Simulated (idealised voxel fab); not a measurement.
A process module follows: voxel released beams.
Cross-section cut: width 225 nm, square cells of 5 nm.
Heads up, the way a cross-section reads in here is a grid of square cells, handed over as bands from the top down, with every band being one or more rows of cells. The band entry comprises the height of the band's top followed by the height of its bottom, expressed in nm, and subsequently the band's materials from left to right, each stated together with its width in nm. Where a single material is marked with the word "full width", that material fills the band from edge to edge. The word "empty" represents empty space. A quick word on heights: they are counted from 0, and under that level the wafer as it came to us is one material throughout. The lowest band is different from the rest in having no bottom; it simply continues downward, written as in "0..down". You'd read "30->40" like this: the band's top row of cells is as wide as the first number, its bottom row is as wide as the second, and going down, every row changes width by the same amount as the row before did. For the purposes of this document, the phrase "remained the same" attached to a step denotes that no cell within the cross-section was modified by that step. Under "Cavities, sealed" you'll find the enclosed gaps, the ones with no way out to the top, that are 8 cells or bigger; each reads width x height at distance, with distance counted from the left edge, everything in nm. Anything after a step's settings on that line? It's the simulator's own note about the step. On any step carrying a mask, the "overlay nm" setting, if present on the step's line, tells how far right of its planned place the mask lay; negative values point to the left.

**Planned step list for the process**
step 1: RECEIVE: material Si
step 2: CONFORMAL_DEP: material Al2O3, thk nm 10
step 3: DIRECTIONAL_DEP: material SiO2, thk nm 20
step 4: DIRECTIONAL_DEP: material aC, thk nm 15
step 5: PATTERN: tone open, mask id ANCHOR, material resist, width nm 45, thk nm 35, overlay nm 0
step 6: DIRECTIONAL_ETCH: etch materials aC, depth nm 15
step 7: STRIP: etch materials resist
step 8: DIRECTIONAL_ETCH: etch materials SiO2, depth nm 20
step 9: STRIP: etch materials aC
step 10: CONFORMAL_DEP: material polySi, thk nm 15
step 11: PATTERN: tone cover, mask id BEAM, material resist, width nm 120, thk nm 20, overlay nm 0
step 12: DIRECTIONAL_ETCH: etch materials polySi, depth nm 15
step 13: STRIP: etch materials resist
step 14: STRIP: etch materials SiO2

**Cross-sectional view of the wafer in its as-received condition, corresponding to the state after step 1**
> 0..down  Si full width
> Cavities, sealed: none

**Cross-sectional result after module completion. Note: starting condition and plan are unchanged from above; one processing mistake was made**
> 60..45  empty 50 / polySi 120 / empty 55
> 45..30  polySi full width
> 30..10  SiO2 55 / polySi 45 / SiO2 125
> 10..0  Al2O3 full width
> 0..down  Si full width
> Cavities, sealed: none
Here's what went sideways: step 10 from the plan got run twice
